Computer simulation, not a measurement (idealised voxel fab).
Presented below is a process module, voxel self aligned contacts.
The figure presents cross-section cut, which has a width of 230 nm and is divided into square cells with an edge length of 5 nm.
Cross-sections here: square-cell grids, written as top-down lists of bands, a band being one or more rows of cells.
Per band: top height and bottom height in nm, followed by the left-to-right materials and their widths in nm; "edge to edge" marks a single material spanning edge to edge, "empty" marks empty space.
Where do heights start? At 0: under that level the wafer as delivered is made of one material only. And the lowest band has no floor; it just carries on downward, as in "0 and below".
The expression "30..40" gives the width at the extremes of the band, the first number at its top row of cells and the second at its bottom row, with the width changing by equal amounts from each row to the next in between.
"everything unchanged", as given for a step, is the statement that not any cell of the cross-section underwent a change during that step.
If an empty space has no open way to the top and is at least 8 cells in size, "Closed void inventory" lists it, written width x height at distance, where distance is measured from the left edge and every value is in nm.
Where a step's line continues beyond its settings, the continuation is a remark by the simulator itself on that step.
overlay nm: how far to the right of its planned place the mask lay on this masked step (negative: to the left).

[Planned process steps]
step 1: RECEIVE [material Si]
step 2: OXIDIZE [depth nm 5]
step 3: DIRECTIONAL_DEP [material polySi] [thk nm 30]
step 4: DIRECTIONAL_DEP [material SiN] [thk nm 20]
step 5: MASKED_ETCH [tone cover] [mask id GATE] [width nm 25] [pitch nm 55] [etch materials SiN] [depth nm 20] [overlay nm 0]
step 6: MASKED_ETCH [tone cover] [mask id GATE] [width nm 25] [pitch nm 55] [etch materials polySi] [depth nm 30] [overlay nm 0]
step 7: CONFORMAL_DEP [material SiN] [thk nm 5]
step 8: DIRECTIONAL_ETCH [etch materials SiN] [depth nm 5]
step 9: FILL_DEP [material SiO2] [thk nm 15]
step 10: CMP [height nm 60]
step 11: PATTERN [tone open] [mask id CONTACT] [material resist] [width nm 40] [thk nm 15] [overlay nm 0]
step 12: DIRECTIONAL_ETCH [etch materials SiO2] [depth nm 65]
step 13: STRIP [etch materials resist]
step 14: CONFORMAL_DEP [material TiN] [thk nm 5]
step 15: FILL_DEP [material Ru] [thk nm 10]
step 16: CMP [height nm 60]
step 17: CONFORMAL_DEP [material SiCN] [thk nm 5]

[First of two wafers: run as planned]

[Step 1 complete: cross-section of the wafer as received]
0 and below = Si edge to edge
Closed void inventory: none

[Cross-section: wafer state after step 2]
0 down to -5 = SiO2 edge to edge
Rest of section, below -5: as before.

[Cross-section: wafer state after step 3]
30 down to 0 = polySi edge to edge
Rest of section, below 0: as before.

[Cross-section: wafer state after step 4]
50 down to 30 = SiN edge to edge
Rest of section, below 30: as before.

[Cross-section: wafer state after step 5]
50 down to 30 = empty 75, SiN 25, empty 30, SiN 25, empty 75
Rest of section, below 30: as before.

[Cross-section: wafer state after step 6]
50 down to 30 = empty 75, SiN 25, empty 30, SiN 25, empty 75
30 down to 0 = empty 75, polySi 25, empty 30, polySi 25, empty 75
Rest of section, below 0: as before.

[Cross-section: wafer state after step 7]
55 down to 30 = empty 70, SiN 35, empty 20, SiN 35, empty 70
30 down to 5 = empty 70, SiN 5, polySi 25, SiN 5, empty 20, SiN 5, polySi 25, SiN 5, empty 70
5 down to 0 = SiN 75, polySi 25, SiN 30, polySi 25, SiN 75
Rest of section, below 0: as before.

[Cross-section: wafer state after step 8]
50 down to 30 = empty 70, SiN 35, empty 20, SiN 35, empty 70
30 down to 0 = empty 70, SiN 5, polySi 25, SiN 5, empty 20, SiN 5, polySi 25, SiN 5, empty 70
Rest of section, below 0: as before.

[Cross-section: wafer state after step 9]
65 down to 50 = SiO2 edge to edge
50 down to 30 = SiO2 70, SiN 35, SiO2 20, SiN 35, SiO2 70
30 down to 0 = SiO2 70, SiN 5, polySi 25, SiN 5, SiO2 20, SiN 5, polySi 25, SiN 5, SiO2 70
Rest of section, below 0: as before.

[Cross-section: wafer state after step 10]
60 down to 50 = SiO2 edge to edge
Rest of section, below 50: as before.

[Cross-section: wafer state after step 11]
75 down to 60 = resist 95, empty 40, resist 95
Rest of section, below 60: as before.

[Cross-section: wafer state after step 12]
75 down to 60 = resist 95, empty 40, resist 95
60 down to 50 = SiO2 95, empty 40, SiO2 95
50 down to 30 = SiO2 70, SiN 35, empty 20, SiN 35, SiO2 70
30 down to 0 = SiO2 70, SiN 5, polySi 25, SiN 5, empty 20, SiN 5, polySi 25, SiN 5, SiO2 70
0 down to -5 = SiO2 105, empty 20, SiO2 105
Rest of section, below -5: as before.

[Cross-section: wafer state after step 13]
60 down to 50 = SiO2 95, empty 40, SiO2 95
Rest of section, below 50: as before.

[Cross-section: wafer state after step 14]
65 down to 60 = TiN 100, empty 30, TiN 100
60 down to 50 = SiO2 95, TiN 5..15, empty 30..10, TiN 5..15, SiO2 95
50 down to 30 = SiO2 70, SiN 35, TiN 5, empty 10, TiN 5, SiN 35, SiO2 70
30 down to 0 = SiO2 70, SiN 5, polySi 25, SiN 5, TiN 5, empty 10, TiN 5, SiN 5, polySi 25, SiN 5, SiO2 70
0 down to -5 = SiO2 105, TiN 20, SiO2 105
Rest of section, below -5: as before.

[Cross-section: wafer state after step 15]
75 down to 65 = Ru edge to edge
65 down to 60 = TiN 100, Ru 30, TiN 100
60 down to 50 = SiO2 95, TiN 5..15, Ru 30..10, TiN 5..15, SiO2 95
50 down to 30 = SiO2 70, SiN 35, TiN 5, Ru 10, TiN 5, SiN 35, SiO2 70
30 down to 0 = SiO2 70, SiN 5, polySi 25, SiN 5, TiN 5, Ru 10, TiN 5, SiN 5, polySi 25, SiN 5, SiO2 70
Rest of section, below 0: as before.

[Cross-section: wafer state after step 16]
60 down to 50 = SiO2 95, TiN 5..15, Ru 30..10, TiN 5..15, SiO2 95
Rest of section, below 50: as before.

[Cross-section: wafer state after step 17]
65 down to 60 = SiCN edge to edge
Rest of section, below 60: as before.

[Wafer two: like wafer one in start and plan, but with one mistake in execution; identical up to and including step 10]

[What the second wafer looks like in cross-section when step 11 should have wrapped up]
75 down to 60 = resist 95, empty 45, resist 90
Rest of section, below 60: as before.

[What the second wafer looks like in cross-section when step 12 should have wrapped up]
75 down to 60 = resist 95, empty 45, resist 90
60 down to 50 = SiO2 95, empty 45, SiO2 90
50 down to 30 = SiO2 70, SiN 35, empty 20, SiN 35, SiO2 70
30 down to 0 = SiO2 70, SiN 5, polySi 25, SiN 5, empty 20, SiN 5, polySi 25, SiN 5, SiO2 70
0 down to -5 = SiO2 105, empty 20, SiO2 105
Rest of section, below -5: as before.

[What the second wafer looks like in cross-section when step 13 should have wrapped up]
60 down to 50 = SiO2 95, empty 45, SiO2 90
Rest of section, below 50: as before.

[What the second wafer looks like in cross-section when step 14 should have wrapped up]
65 down to 60 = TiN 100, empty 35, TiN 95
60 down to 50 = SiO2 95, TiN 5..15, empty 35..10, TiN 5..20, SiO2 90
50 down to 30 = SiO2 70, SiN 35, TiN 5, empty 10, TiN 5, SiN 35, SiO2 70
30 down to 0 = SiO2 70, SiN 5, polySi 25, SiN 5, TiN 5, empty 10, TiN 5, SiN 5, polySi 25, SiN 5, SiO2 70
0 down to -5 = SiO2 105, TiN 20, SiO2 105
Rest of section, below -5: as before.

[What the second wafer looks like in cross-section when step 15 should have wrapped up]
75 down to 65 = Ru edge to edge
65 down to 60 = TiN 100, Ru 35, TiN 95
60 down to 50 = SiO2 95, TiN 5..15, Ru 35..10, TiN 5..20, SiO2 90
50 down to 30 = SiO2 70, SiN 35, TiN 5, Ru 10, TiN 5, SiN 35, SiO2 70
30 down to 0 = SiO2 70, SiN 5, polySi 25, SiN 5, TiN 5, Ru 10, TiN 5, SiN 5, polySi 25, SiN 5, SiO2 70
Rest of section, below 0: as before.

[What the second wafer looks like in cross-section when step 16 should have wrapped up]
60 down to 50 = SiO2 95, TiN 5..15, Ru 35..10, TiN 5..20, SiO2 90
Rest of section, below 50: as before.

[What the second wafer looks like in cross-section when step 17 should have wrapped up]
65 down to 60 = SiCN edge to edge
Rest of section, below 60: as before.
Against the plan, the run slipped here: step 11 ran differently from the plan; actual operation with settings: PATTERN [tone open] [mask id CONTACT] [material resist] [width nm 45] [thk nm 15] [overlay nm 0]
at the end the second wafer has, in cells: Ru: 1 more, SiO2: 2 fewer, TiN: 1 more
